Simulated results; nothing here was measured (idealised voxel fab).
process module | voxel self aligned vias
cross-section cut | 280 nm wide | cells 5 nm
A cross-section is a grid of square cells, given in bands from the top down. A band is one or more rows of cells.
Each band's line starts with the height of the band's top and of its bottom, in nm. Then come its materials from left to right, each with its width in nm. One material with "throughout" fills the band from edge to edge. "air" is empty space.
Height 0 is the level under which the wafer as received is all one material. The lowest band goes on downwards, as in "0 down".
A width such as "30 to 40" changes by the same amount from each row of cells to the next, from the band's top row to its bottom row.
"no change" after a step means that no cell of the cross-section changed.
closed voids: empty space of 8 cells or more with no open way to the top, each as width x height at its distance from the left edge, in nm
after a step's settings: what the simulator itself notes on the step
overlay nm, on a step with a mask: how far to the right of its planned place the mask lay; to the left if negative
plan
1 op RECEIVE | material Si
2 op CONFORMAL_DEP | material SiO2 | thk nm 15
3 op CONFORMAL_DEP | material SiCN | thk nm 5
4 op DIRECTIONAL_DEP | material SiO2 | thk nm 30
5 op MASKED_ETCH | tone open | mask id LINES | width nm 30 | pitch nm 65 | etch materials SiO2 | depth nm 30 | overlay nm 0
6 op CONFORMAL_DEP | material TiN | thk nm 5
7 op FILL_DEP | material Ru | thk nm 5
8 op CMP | height nm 50
9 op SELECTIVE_ETCH | etch materials W Ru TiN | depth nm 5
10 op FILL_DEP | material SiN | thk nm 5
11 op CMP | height nm 50
12 op DIRECTIONAL_DEP | material SiO2 | thk nm 15
13 op MASKED_ETCH | tone open | mask id VIAS | width nm 40 | pitch nm 130 | etch materials SiO2 | depth nm 15 | overlay nm 0
14 op MASKED_ETCH | tone open | mask id VIAS | width nm 40 | pitch nm 130 | etch materials SiN | depth nm 5 | overlay nm 0
15 op CONFORMAL_DEP | material TiN | thk nm 5
16 op FILL_DEP | material Ru | thk nm 5
17 op CMP | height nm 65
18 op CONFORMAL_DEP | material SiN | thk nm 5
as received, after step 1
  0 down: Si throughout
  closed voids: none
first wafer at the end, as planned
  70 to 65: SiN throughout
  65 to 55: SiO2 55 | TiN 5 | Ru 30 | TiN 5 | SiO2 90 | TiN 5 | Ru 30 | TiN 5 | SiO2 55
  55 to 50: SiO2 55 | TiN 10 | Ru 20 | TiN 10 | SiO2 90 | TiN 10 | Ru 20 | TiN 10 | SiO2 55
  50 to 45: SiO2 60 | TiN 30 | SiO2 35 | SiN 30 | SiO2 35 | TiN 30 | SiO2 60
  45 to 25: SiO2 60 | TiN 5 | Ru 20 | TiN 5 | SiO2 35 | TiN 5 | Ru 20 | TiN 5 | SiO2 35 | TiN 5 | Ru 20 | TiN 5 | SiO2 60
  25 to 20: SiO2 60 | TiN 30 | SiO2 35 | TiN 30 | SiO2 35 | TiN 30 | SiO2 60
  20 to 15: SiCN throughout
  15 to 0: SiO2 throughout
  0 down: Si throughout
  closed voids: none
second wafer at the end: like start, like plan, one mistake
  70 to 65: SiN throughout
  65 to 55: SiO2 55 | TiN 5 | Ru 30 | TiN 5 | SiO2 90 | TiN 5 | Ru 30 | TiN 5 | SiO2 55
  55 to 50: SiO2 55 | TiN 10 | Ru 20 | TiN 10 | SiO2 90 | TiN 10 | Ru 20 | TiN 10 | SiO2 55
  50 to 45: SiO2 60 | TiN 30 | SiO2 35 | SiN 30 | SiO2 35 | TiN 30 | SiO2 60
  45 to 40: SiO2 60 | TiN 5 | Ru 20 | TiN 5 | SiO2 35 | TiN 5 | Ru 20 | TiN 5 | SiO2 35 | TiN 5 | Ru 20 | TiN 5 | SiO2 60
  40 to 35: SiO2 60 | TiN 30 | SiO2 35 | TiN 30 | SiO2 35 | TiN 30 | SiO2 60
  35 to 30: SiCN throughout
  30 to 0: SiO2 throughout
  0 down: Si throughout
  closed voids: none
what went wrong: step 2 was run twice
at the end the second wafer has, in cells: 36 fewer of Ru | 54 more of SiO2 | 18 fewer of TiN
